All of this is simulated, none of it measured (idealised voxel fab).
Process module under the name voxel lift off
The cross-section on display is named cut; it measures 275 nm wide, and its cells are 5 nm squares.
Bands, listed from the top down, are how a cross-section gets written in this document; the cross-section itself is a grid of square cells, and a band is one or more rows of them. Band: top and bottom heights (nm) first, top before bottom; then materials from left to right, widths in nm. "throughout" marks a sole material filling the band edge to edge. "blank" denotes empty space. Basically, 0 is our baseline, since under it the wafer straight out of the box is all one material. The bottom band has no lower end and keeps on going down, so it looks like "0 and below". A two-number width, for instance "30..40", indicates that the width is equal to the first number in the top row of the band and to the second number in the bottom row, and that it changes by a constant amount per row of cells. Where a step carries "same as before", the cross-section came out of it unchanged, cell for cell. Heads up: "Unvented voids" only lists the empty pockets with no open path to the top that are 8 cells or more, and it writes them as width x height at distance, distance from the left edge, in nm. If you see something after the settings on a step's line, that's the simulator's own remark about that step. A step's line can hold "overlay nm"; with a mask on that step, the setting says how far right of the planned place the mask lay, while a negative setting says it lay to the left.

Planned step list for the process:
1 RECEIVE [material Si]
2 CONFORMAL_DEP [material SiO2] [thk nm 15]
3 PATTERN [tone open] [mask id LINES] [material resist] [width nm 30] [pitch nm 60] [thk nm 20] [overlay nm 0]
4 DIRECTIONAL_DEP [material Ru] [thk nm 5]
5 STRIP [etch materials resist]
6 CONFORMAL_DEP [material SiCN] [thk nm 5]

The cross-section here shows the wafer as received, i.e. in its state after step 1:
	0 and below  Si throughout
	Unvented voids: none

Cross-section at module end, one run error; start and plan unchanged from above:
	20 down to 15  SiCN throughout
	15 down to 0  SiO2 throughout
	0 and below  Si throughout
	Unvented voids: none
Which mistake was made when the wafer was run? step 4 of the plan was jumped over and never run
